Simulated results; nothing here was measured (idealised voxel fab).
Proc. module: voxel local oxidation
This is section cut - it's 260 nm across, gridded in 5 nm square cells.
Cross-section format: a grid of square cells, given as bands from top to bottom; each band is one or more rows of cells.
First you get the band's top height and its bottom height, in nm, and then the materials it's made of, left to right, with each width in nm. If you see a single material with "all across", that one covers the band edge to edge. "empty" is empty space.
Ref level 0: as-received wafer is one material below here. Bottom band extends down with no lower bound ("0..down").
A width given as "30->40" starts at the first number in the band's top row and ends at the second number in its bottom row, shifting by an equal amount at every step from row to row.
Any step labelled "all unchanged" changed none of the cells in the cross-section.
Look at "Voids, fully enclosed" for the closed voids: empty spaces with no open path to the top, sized 8 cells or up. Each is width x height at distance, distance from the left edge, all nm.
Post-settings text on a step line: simulator's own remark regarding the step.
overlay nm: on a step with a mask, how far right of its planned place the mask lay; negative means left.

## Process steps - plan
step 1: op RECEIVE | material Si
step 2: op OXIDIZE | depth nm 5
step 3: op CONFORMAL_DEP | material SiN | thk nm 15
step 4: op PATTERN | tone cover | mask id ACTIVE | material resist | width nm 100 | pitch nm 125 | thk nm 20 | overlay nm 0
step 5: op DIRECTIONAL_ETCH | etch materials SiN | depth nm 15
step 6: op STRIP | etch materials resist
step 7: op SELECTIVE_ETCH | etch materials SiO2 | depth nm 5
step 8: op OXIDIZE | depth nm 15
step 9: op STRIP | etch materials SiN

## Cross-section: wafer on arrival = after step 1
- 0..down  Si all across
- Voids, fully enclosed: none

## First of two wafers: cross-section at end of module, run per plan
- 0..-5  empty 20 nm; SiO2 90 nm; empty 35 nm; SiO2 90 nm; empty 25 nm
- -5..-20  SiO2 35 nm; Si 60 nm; SiO2 65 nm; Si 60 nm; SiO2 40 nm
- -20..down  Si all across
- Voids, fully enclosed: none

## Presented here is a cross-section of the second of the two wafers as it stood at the end of the module. It was started in the same manner and assigned the same plan as the first wafer; however, one mistake was made in its execution
- 0..-5  empty 20 nm; SiO2 90 nm; empty 35 nm; SiO2 90 nm; empty 25 nm
- -5..-10  SiO2 all across
- -10..down  Si all across
- Voids, fully enclosed: none
What went wrong in running the wafer? step 2 ran as: op OXIDIZE | depth nm 10
End of process, cell counts, second wafer against first, materials with more or fewer: +32 Si; -32 SiO2
